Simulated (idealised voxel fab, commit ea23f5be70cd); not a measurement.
Documented hereafter: the process module known as voxel tone inversion.
The cross-section shown here is cut; it is 230 nm wide and divided into square cells measuring 5 nm on a side.
Bands, listed from the top down, are how a cross-section gets written in this document; the cross-section itself is a grid of square cells, and a band is one or more rows of them. Read a band's entry like this: the first values are the height of its top and the height of its bottom in nm, and what follows is the sequence of materials from left to right, each with its width in nm. Note that "air" is empty space, and that a single material marked "everywhere" reaches across the band from edge to edge. It should be noted that heights are counted from 0, beneath which the wafer as supplied is of one material throughout, and that the lowest band possesses no lower boundary but continues downward, as written in "z 0 and below". A width such as "30 to 40" changes by the same amount from each row of cells to the next, from the band's top row to its bottom row. What does "nothing altered" mean for a step? It means no cell of the cross-section changed in that step. Basically, "Voids, enclosed" tells you about the enclosed voids: empty spaces with no open way to the top, 8 cells or bigger, each written width x height at distance, where distance is from the left edge, all in nm. Whatever follows a step's settings on its line is a remark the simulator itself makes about that step. The optional step-line setting "overlay nm" applies to steps with a mask and quantifies how far to the right of its planned location the mask lay, a negative value indicating leftward placement.

# Steps in the process plan
| 1 | RECEIVE: material Si |
| 2 | CONFORMAL_DEP: material SiCN, thk nm 5 |
| 3 | DIRECTIONAL_DEP: material polySi, thk nm 25 |
| 4 | PATTERN: tone cover, mask id POSTS, material resist, width nm 25, pitch nm 50, thk nm 35, overlay nm 0 |
| 5 | DIRECTIONAL_ETCH: etch materials polySi, depth nm 25 |
| 6 | STRIP: etch materials resist |
| 7 | FILL_DEP: material lowk, thk nm 5 |
| 8 | CMP: height nm 30 |
| 9 | STRIP: etch materials polySi |

# So this is the incoming wafer in cross-section - it's already been through step 1
    z 0 and below: Si everywhere
    Voids, enclosed: none

# Result of the module, cross-sectioned: start per above, plan per above, one error in how it was run
    z 30 to 5: air=50  lowk=25  air=25  lowk=25  air=25  lowk=25  air=55
    z 5 to 0: SiCN everywhere
    z 0 and below: Si everywhere
    Voids, enclosed: none
Misprocessing identified: step 4 ran with different settings than intended, the actual operation and settings being PATTERN: tone open, mask id POSTS, material resist, width nm 25, pitch nm 50, thk nm 35, overlay nm 0
